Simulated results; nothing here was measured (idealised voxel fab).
Presented below is a process module, voxel released beams.
The width of the displayed cross-section, cut, is 145 nm; its cells are square, with a size of 5 nm.
A cross-section is a grid of square cells, given in bands from the top down. A band is one or more rows of cells. Band entry format. Leading values: height of top, height of bottom, nm. Remainder: materials in left-to-right order, each with its width in nm. Special words: "throughout" on a single material, which then fills the band edge to edge; "air", empty space. Zero point of the height axis is 0; under it, received wafer = one material. Lowest band: continues down indefinitely, "0 down". So if you see something like "30 to 40" for the width, read it as the top row of the band sitting at the first number and the bottom row at the second, with every row in between moving by the same amount as the last. It should be understood that the words "remained unchanged", when stated for a given step, signify that the cross-section underwent no change in any of its cells during that step. Fully enclosed voids: empty space of 8 cells or more with no open way to the top, each as width x height at its distance from the left edge, in nm. Past the settings on a step's line: simulator remark, on that step. overlay nm: where the mask lay relative to plan, measured to the right, on steps with a mask; negatives go left.

Process steps foreseen in the plan:
1 RECEIVE, material Si
2 CONFORMAL_DEP, material Al2O3, thk nm 5
3 DIRECTIONAL_DEP, material SiO2, thk nm 20
4 DIRECTIONAL_DEP, material aC, thk nm 10
5 PATTERN, tone open, mask id ANCHOR, material resist, width nm 25, thk nm 30, overlay nm 0
6 DIRECTIONAL_ETCH, etch materials aC, depth nm 10
7 STRIP, etch materials resist
8 DIRECTIONAL_ETCH, etch materials SiO2, depth nm 20
9 STRIP, etch materials aC
10 CONFORMAL_DEP, material polySi, thk nm 10
11 DIRECTIONAL_DEP, material aC, thk nm 15
12 PATTERN, tone cover, mask id BEAM, material resist, width nm 80, thk nm 30, overlay nm 0
13 DIRECTIONAL_ETCH, etch materials aC, depth nm 15
14 STRIP, etch materials resist
15 DIRECTIONAL_ETCH, etch materials polySi, depth nm 10
16 STRIP, etch materials aC
17 STRIP, etch materials SiO2

Wafer cross-section on receipt, i.e. after step 1:
	0 down | Si throughout
	Fully enclosed voids: none

The cross-section shown corresponds to the wafer at the conclusion of the module. The initial structure and the process plan are those presented above; however, one mistake occurred in executing the plan:
	35 to 25 | 30 of air  40 of polySi  75 of air
	25 to 15 | 25 of air  10 of polySi  25 of SiO2  10 of polySi  75 of air
	15 to 5 | 25 of air  10 of polySi  25 of SiO2  50 of polySi  35 of air
	5 to 0 | Al2O3 throughout
	0 down | Si throughout
	Fully enclosed voids: none
Nonconformance to the process plan: heads up, step 5 didn't go per plan, it actually ran as PATTERN, tone cover, mask id ANCHOR, material resist, width nm 25, thk nm 30, overlay nm 0
